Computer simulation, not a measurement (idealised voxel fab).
process module | voxel capacitor over wiring
cross-section cut | 225 nm wide | cells 5 nm
A cross-section is a grid of square cells, given in bands from the top down. A band is one or more rows of cells.
Each band's line starts with the height of the band's top and of its bottom, in nm. Then come its materials from left to right, each with its width in nm. One material with "throughout" fills the band from edge to edge. "air" is empty space.
Height 0 is the level under which the wafer as received is all one material. The lowest band goes on downwards, as in "0 down".
A width such as "30 to 40" changes by the same amount from each row of cells to the next, from the band's top row to its bottom row.
"no change" after a step means that no cell of the cross-section changed.
closed voids: empty space of 8 cells or more with no open way to the top, each as width x height at its distance from the left edge, in nm
after a step's settings: what the simulator itself notes on the step
overlay nm, on a step with a mask: how far to the right of its planned place the mask lay; to the left if negative
plan
1 op RECEIVE | material Si
2 op CONFORMAL_DEP | material SiO2 | thk nm 10
3 op CONFORMAL_DEP | material SiCN | thk nm 5
4 op DIRECTIONAL_DEP | material SiO2 | thk nm 20
5 op PATTERN | tone open | mask id METAL_1 | material resist | width nm 30 | pitch nm 100 | thk nm 20 | overlay nm 0
6 op DIRECTIONAL_ETCH | etch materials SiO2 | depth nm 20
7 op DIRECTIONAL_ETCH | etch materials SiCN | depth nm 5
8 op STRIP | etch materials resist
9 op CONFORMAL_DEP | material TiN | thk nm 5
10 op FILL_DEP | material Cu | thk nm 10
11 op CMP | height nm 35
12 op EPI | material Ru | thk nm 5
13 op FILL_DEP | material SiCN | thk nm 5
14 op DIRECTIONAL_DEP | material lowk | thk nm 20
15 op PATTERN | tone open | mask id PLUG_1 | material resist | width nm 15 | thk nm 20 | overlay nm 0
16 op DIRECTIONAL_ETCH | etch materials lowk | depth nm 20
17 op DIRECTIONAL_ETCH | etch materials SiCN | depth nm 5
18 op STRIP | etch materials resist
19 op CONFORMAL_DEP | material TiN | thk nm 5
20 op FILL_DEP | material W | thk nm 10
21 op CMP | height nm 65
22 op DIRECTIONAL_DEP | material TiN | thk nm 10
23 op DIRECTIONAL_DEP | material Al2O3 | thk nm 5
24 op DIRECTIONAL_DEP | material TiN | thk nm 5
25 op MASKED_ETCH | tone cover | mask id UPPER_PLATE | width nm 75 | etch materials TiN | depth nm 5 | overlay nm 0
26 op MASKED_ETCH | tone cover | mask id UPPER_PLATE | width nm 75 | etch materials Al2O3 | depth nm 5 | overlay nm 0
27 op PATTERN | tone cover | mask id LOWER_PLATE | material resist | width nm 85 | thk nm 15 | overlay nm 0
28 op DIRECTIONAL_ETCH | etch materials TiN | depth nm 10
29 op STRIP | etch materials resist
30 op FILL_DEP | material SiO2 | thk nm 20
31 op CMP | height nm 100
32 op PATTERN | tone open | mask id PLUG_2 | material resist | width nm 15 | thk nm 15 | overlay nm 0
33 op DIRECTIONAL_ETCH | etch materials SiO2 | depth nm 15
34 op STRIP | etch materials resist
35 op CONFORMAL_DEP | material TiN | thk nm 5
36 op FILL_DEP | material W | thk nm 10
37 op CMP | height nm 100
38 op CONFORMAL_DEP | material SiN | thk nm 5
as received, after step 1
  0 down: Si throughout
  closed voids: none
a wafer at the end: this start, this plan, one mistake
  105 to 100: SiN throughout
  100 to 90: SiO2 70 to 60 | TiN 15 to 75 | SiO2 140 to 90
  90 to 80: SiO2 55 | TiN 85 | SiO2 85
  80 to 75: Al2O3 throughout
  75 to 65: TiN throughout
  65 to 45: lowk 60 | TiN 5 | W 5 | TiN 5 | lowk 150
  45 to 40: SiCN 60 | TiN 15 | SiCN 150
  40 to 35: SiCN 40 | Ru 40 | SiCN 60 | Ru 40 | SiCN 45
  35 to 15: SiO2 45 | TiN 5 | Cu 20 | TiN 5 | SiO2 70 | TiN 5 | Cu 20 | TiN 5 | SiO2 50
  15 to 10: SiCN 45 | TiN 30 | SiCN 70 | TiN 30 | SiCN 50
  10 to 0: SiO2 throughout
  0 down: Si throughout
  closed voids: none
what went wrong: step 24 ran as: op DIRECTIONAL_DEP | material TiN | thk nm 15
